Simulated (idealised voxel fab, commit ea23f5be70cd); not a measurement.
Process module in this document: voxel spacer lines
FYI the section here is cut, 240 nm wide, cells are 5 nm squares.
Notation: cross-section as square-cell grid; stated in bands, top first, going down; one or more cell rows per band. Each band's line starts with the height of the band's top and of its bottom, in nm. Then come its materials from left to right, each with its width in nm. One material with "full width" fills the band from edge to edge. "empty" is empty space. Heights from 0 (as-received wafer is one material below). Bottom band endless downward, as "z 0 and below". Top row gets the first number, bottom row gets the second, and each row in between changes by the same step: that is how a band width like "30 to 40" works. Take "everything unchanged" at face value: in the step it is given for, the cross-section changed in none of its cells. In "Entrapped void list" the enclosed voids are listed, meaning empty spaces of 8 cells or larger without any opening to the top. The form is width x height at distance, distance from the left edge, units nm. If you see something after the settings on a step's line, that's the simulator's own remark about that step. The line of a step may include "overlay nm". On a step with a mask, this value is how far to the right of its planned place the mask lay. A negative value means the mask lay to the left.

### Here's what the planned process steps look like
- 1: RECEIVE | material Si
- 2: CONFORMAL_DEP | material Al2O3 | thk nm 5
- 3: DIRECTIONAL_DEP | material polySi | thk nm 20
- 4: DIRECTIONAL_DEP | material aC | thk nm 25
- 5: PATTERN | tone cover | mask id MANDREL | material resist | width nm 15 | pitch nm 50 | thk nm 30 | overlay nm 0
- 6: DIRECTIONAL_ETCH | etch materials aC | depth nm 25
- 7: STRIP | etch materials resist
- 8: CONFORMAL_DEP | material SiO2 | thk nm 10
- 9: DIRECTIONAL_ETCH | etch materials SiO2 | depth nm 10
- 10: STRIP | etch materials aC
- 11: DIRECTIONAL_ETCH | etch materials polySi | depth nm 20
- 12: STRIP | etch materials SiO2
- 13: FILL_DEP | material SiO2 | thk nm 10
- 14: CMP | height nm 25

### Wafer cross-section on receipt, i.e. after step 1
  z 0 and below | Si full width
  Entrapped void list: none

### The cross-section shown corresponds to the wafer at the conclusion of the module. The initial structure and the process plan are those presented above; however, one mistake occurred in executing the plan
  z 25 to 5 | SiO2 50 nm, then polySi 10 nm, then SiO2 15 nm, then polySi 10 nm, then SiO2 15 nm, then polySi 10 nm, then SiO2 15 nm, then polySi 10 nm, then SiO2 15 nm, then polySi 10 nm, then SiO2 15 nm, then polySi 10 nm, then SiO2 55 nm
  z 5 to 0 | aC full width
  z 0 and below | Si full width
  Entrapped void list: none
Which mistake was made when the wafer was run? step 2, actual vs plan mismatch, actual run CONFORMAL_DEP | material aC | thk nm 5
